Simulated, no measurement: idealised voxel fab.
The document below concerns the process module designated voxel spacer lines.
The cross-section on display is named cut; it measures 220 nm wide, and its cells are 5 nm squares.
In what follows, cross-sections appear as grids of square cells, described through bands that run from the top down, where every band is one or more rows of cells.
Band: top and bottom heights (nm) first, top before bottom; then materials from left to right, widths in nm. "throughout" marks a sole material filling the band edge to edge. "empty" denotes empty space.
Measure heights from 0. That's the level where, below it, the as-received wafer is all one material. The lowest band is bottomless and extends downward; write it as in "0 down".
A two-number width, for instance "30 to 40", indicates that the width is equal to the first number in the top row of the band and to the second number in the bottom row, and that it changes by a constant amount per row of cells.
Given "no change" for a step, no cell of the cross-section differs between before and after that step.
Look at "Cavities, closed" for the closed voids: empty spaces with no open path to the top, sized 8 cells or up. Each is width x height at distance, distance from the left edge, all nm.
If you see something after the settings on a step's line, that's the simulator's own remark about that step.
overlay nm: on a step with a mask, how far right of its planned place the mask lay; negative means left.

## Process steps foreseen in the plan
1 RECEIVE,material Si
2 CONFORMAL_DEP,material Al2O3,thk nm 5
3 DIRECTIONAL_DEP,material polySi,thk nm 15
4 DIRECTIONAL_DEP,material aC,thk nm 30
5 PATTERN,tone cover,mask id MANDREL,material resist,width nm 15,pitch nm 80,thk nm 40,overlay nm 0
6 DIRECTIONAL_ETCH,etch materials aC,depth nm 30
7 STRIP,etch materials resist
8 CONFORMAL_DEP,material SiN,thk nm 15
9 DIRECTIONAL_ETCH,etch materials SiN,depth nm 15
10 STRIP,etch materials aC
11 DIRECTIONAL_ETCH,etch materials polySi,depth nm 15
12 STRIP,etch materials SiN
It is noted that the wafers described herein are identical at the outset and are distinguished by the width nm of step 5; the value stated in the plan corresponds to the first wafer.

## Received condition of the first of several wafers, sectioned: post-step 1
0 down | Si throughout
Cavities, closed: none

## first wafer at the end, after step 12
20 to 5 | empty=5 / polySi=15 / empty=15 / polySi=15 / empty=35 / polySi=15 / empty=15 / polySi=15 / empty=35 / polySi=15 / empty=15 / polySi=15 / empty=10
5 to 0 | Al2O3 throughout
0 down | Si throughout
Cavities, closed: none

## Cross-sectional view, end of module, last wafer of several
20 to 5 | polySi=15 / empty=30 / polySi=15 / empty=20 / polySi=15 / empty=30 / polySi=15 / empty=20 / polySi=15 / empty=30 / polySi=15
5 to 0 | Al2O3 throughout
0 down | Si throughout
Cavities, closed: none

## Rows = wafers. At module end, each row lists per material the cells gained (+) or lost (-) since the wafer was received, then the closed voids
width nm 15 | +44 Al2O3 | +54 polySi | Cavities, closed: none
width nm 20 | +44 Al2O3 | +54 polySi | Cavities, closed: none
width nm 25 | +44 Al2O3 | +54 polySi | Cavities, closed: none
width nm 30 | +44 Al2O3 | +54 polySi | Cavities, closed: none
